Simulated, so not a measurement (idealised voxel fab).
The following is a process module called voxel self aligned contacts.
The figure presents cross-section cut, which has a width of 160 nm and is divided into square cells with an edge length of 5 nm.
How to read a cross-section here: the picture is a grid of square cells, written as bands going from the top down, and any band can span one or more rows of cells. Basically the band line says how high the top is and how high the bottom is, in nm, and then what's in it from left to right, every material with its width in nm. Empty space shows up as "empty", and if a single material carries "full width" it runs the full band edge to edge. Basically, 0 is our baseline, since under it the wafer straight out of the box is all one material. The bottom band has no lower end and keeps on going down, so it looks like "0..down". A width such as "30 to 40" changes by the same amount from each row of cells to the next, from the band's top row to its bottom row. "stayed the same" after a step means that no cell of the cross-section changed. Any empty space of 8 cells or more lacking an open way to the top shows up in "Closed void roster" as width x height at distance, distance from the left edge, in nm. Read whatever lies past the settings on a step's line as the simulator's own remark about the step. If you see "overlay nm" on a step's line and that step has a mask, it's telling you how far right of where it was planned the mask ended up; a negative number means it went left instead.
### The process steps that were planned are listed below
1. RECEIVE (material Si)
2. OXIDIZE (depth nm 5)
3. DIRECTIONAL_DEP (material polySi; thk nm 25)
4. DIRECTIONAL_DEP (material SiN; thk nm 20)
5. DIRECTIONAL_DEP (material aC; thk nm 10)
6. PATTERN (tone cover; mask id GATE; material resist; width nm 30; pitch nm 75; thk nm 25; overlay nm 0)
7. DIRECTIONAL_ETCH (etch materials aC; depth nm 10)
8. STRIP (etch materials resist)
9. DIRECTIONAL_ETCH (etch materials SiN; depth nm 20)
10. DIRECTIONAL_ETCH (etch materials polySi; depth nm 25)
11. STRIP (etch materials aC)
12. CONFORMAL_DEP (material SiN; thk nm 10)
13. DIRECTIONAL_ETCH (etch materials SiN; depth nm 10)
14. FILL_DEP (material SiO2; thk nm 15)
15. CMP (height nm 50)
16. DIRECTIONAL_DEP (material aC; thk nm 15)
17. PATTERN (tone open; mask id CONTACT; material resist; width nm 55; thk nm 35; overlay nm 0)
18. DIRECTIONAL_ETCH (etch materials aC; depth nm 15)
19. STRIP (etch materials resist)
20. DIRECTIONAL_ETCH (etch materials SiO2; depth nm 55)
21. STRIP (etch materials aC)
22. CONFORMAL_DEP (material TiN; thk nm 5)
23. FILL_DEP (material Ru; thk nm 10)
24. CMP (height nm 50)
25. CONFORMAL_DEP (material SiCN; thk nm 5)
### Cross-section: wafer on arrival = after step 1
  0..down: Si full width
  Closed void roster: none
### As-planned run: cross-section of the first of two wafers at end of module
  55..50: SiCN full width
  50..45: SiO2: 50, TiN: 20, Ru: 15, TiN: 20, SiO2: 55
  45..25: SiO2: 15, SiN: 50, TiN: 5, Ru: 15, TiN: 5, SiN: 50, SiO2: 20
  25..0: SiO2: 15, SiN: 10, polySi: 30, SiN: 10, TiN: 5, Ru: 15, TiN: 5, SiN: 10, polySi: 30, SiN: 10, SiO2: 20
  0..-5: SiO2: 65, TiN: 25, SiO2: 70
  -5..down: Si full width
  Closed void roster: none
### Now the second wafer, cross-sectioned at the end of the module. Nothing different at the start, nothing different in the plan compared with the first, just one mistake when it was actually run
  55..50: SiCN full width
  50..45: SiO2: 15, SiN: 50, TiN: 25, SiN: 50, SiO2: 20
  45..25: SiN full width
  25..0: polySi full width
  0..-5: SiO2 full width
  -5..down: Si full width
  Closed void roster: none
So what did we get wrong on this run? execution of plan step 4 occurred twice
FYI, end of process, the second wafer has more or fewer cells of some materials than the first: Ru -30; SiN +28; SiO2 -72; TiN -26; polySi +100
